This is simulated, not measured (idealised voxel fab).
Process module heading - voxel capacitor over wiring
We display cut, a cross-section 295 nm in width whose square cells are each 5 nm.
Cross-section format: a grid of square cells, given as bands from top to bottom; each band is one or more rows of cells. Band: top and bottom heights (nm) first, top before bottom; then materials from left to right, widths in nm. "all across" marks a sole material filling the band edge to edge. "air" denotes empty space. Basically, 0 is our baseline, since under it the wafer straight out of the box is all one material. The bottom band has no lower end and keeps on going down, so it looks like "0 nm and below". The width entry "30->40" should be interpreted row by row: the top row of cells in the band takes the first number, the bottom row takes the second number, and the change between adjacent rows is uniform throughout. "identical to before" for a step: no cell of the cross-section changed in that step. "Enclosed voids" lists enclosed empty spaces (at least 8 cells, no open path upward to the top), each as width x height at distance from the left edge, in nm. Heads up: the bit after the settings on a step's line is the simulator's remark on that step. "overlay nm" denotes, for a step that has a mask, the displacement of the mask to the right of its planned place, with negative values corresponding to the left.

[Steps planned for the process]
1. RECEIVE: material Si
2. CONFORMAL_DEP: material SiO2, thk nm 15
3. DIRECTIONAL_DEP: material TiN, thk nm 5
4. DIRECTIONAL_DEP: material W, thk nm 15
5. PATTERN: tone cover, mask id METAL_1, material resist, width nm 25, pitch nm 95, thk nm 15, overlay nm 0
6. DIRECTIONAL_ETCH: etch materials W, depth nm 15
7. DIRECTIONAL_ETCH: etch materials TiN, depth nm 5
8. STRIP: etch materials resist
9. CONFORMAL_DEP: material SiCN, thk nm 5
10. FILL_DEP: material SiO2, thk nm 5
11. CMP: height nm 25
12. CONFORMAL_DEP: material SiCN, thk nm 5
13. DIRECTIONAL_DEP: material lowk, thk nm 15
14. MASKED_ETCH: tone open, mask id PLUG_1, width nm 15, etch materials lowk, depth nm 15, overlay nm 0
15. MASKED_ETCH: tone open, mask id PLUG_1, width nm 15, etch materials SiCN, depth nm 5, overlay nm 0
16. CONFORMAL_DEP: material TiN, thk nm 5
17. FILL_DEP: material Ru, thk nm 5
18. CMP: height nm 55
19. DIRECTIONAL_DEP: material TiN, thk nm 5
20. DIRECTIONAL_DEP: material Al2O3, thk nm 5
21. DIRECTIONAL_DEP: material TiN, thk nm 5
22. DIRECTIONAL_DEP: material aC, thk nm 15
23. PATTERN: tone cover, mask id UPPER_PLATE, material resist, width nm 75, thk nm 35, overlay nm 0
24. DIRECTIONAL_ETCH: etch materials aC, depth nm 15
25. STRIP: etch materials resist
26. DIRECTIONAL_ETCH: etch materials TiN, depth nm 5
27. DIRECTIONAL_ETCH: etch materials Al2O3, depth nm 5
28. STRIP: etch materials aC
29. DIRECTIONAL_DEP: material aC, thk nm 10
30. PATTERN: tone cover, mask id LOWER_PLATE, material resist, width nm 85, thk nm 25, overlay nm 0
31. DIRECTIONAL_ETCH: etch materials aC, depth nm 10
32. STRIP: etch materials resist
33. DIRECTIONAL_ETCH: etch materials TiN, depth nm 5
34. STRIP: etch materials aC
35. FILL_DEP: material SiO2, thk nm 20
36. CMP: height nm 85
37. PATTERN: tone open, mask id PLUG_2, material resist, width nm 15, thk nm 20, overlay nm 0
38. DIRECTIONAL_ETCH: etch materials SiO2, depth nm 15
39. STRIP: etch materials resist
40. CONFORMAL_DEP: material TiN, thk nm 5
41. FILL_DEP: material W, thk nm 5
42. CMP: height nm 85
43. CONFORMAL_DEP: material SiN, thk nm 5
Across this set of wafers, the varied parameter is the height nm of step 11. Starting conditions are identical for every wafer, and the plan reports the value assigned to the first wafer.

[Cross-section of the first of several received wafers, showing its state after step 1]
0 nm and below  Si all across
Enclosed voids: none

[The table below has one row for each wafer; a row shows, as of the end of the module, how many cells of each material the wafer has gained, marked (+), or lost, marked (-), since it was received, and then the wafer's closed voids]
height nm 25; +15 Al2O3; +63 Ru; +109 SiCN; +59 SiN; +520 SiO2; +116 TiN; +12 W; +168 lowk; Enclosed voids: none
height nm 30; +15 Al2O3; +4 Ru; +113 SiCN; +59 SiN; +565 SiO2; +116 TiN; +22 W; +168 lowk; Enclosed voids: none
height nm 35; +15 Al2O3; +3 Ru; +117 SiCN; +59 SiN; +610 SiO2; +58 TiN; +32 W; +168 lowk; Enclosed voids: none
height nm 40; +15 Al2O3; +2 Ru; +131 SiCN; +59 SiN; +655 SiO2; +56 TiN; +32 W; +112 lowk; Enclosed voids: none
height nm 45; +15 Al2O3; +1 Ru; +131 SiCN; +59 SiN; +714 SiO2; +54 TiN; +32 W; +56 lowk; Enclosed voids: none
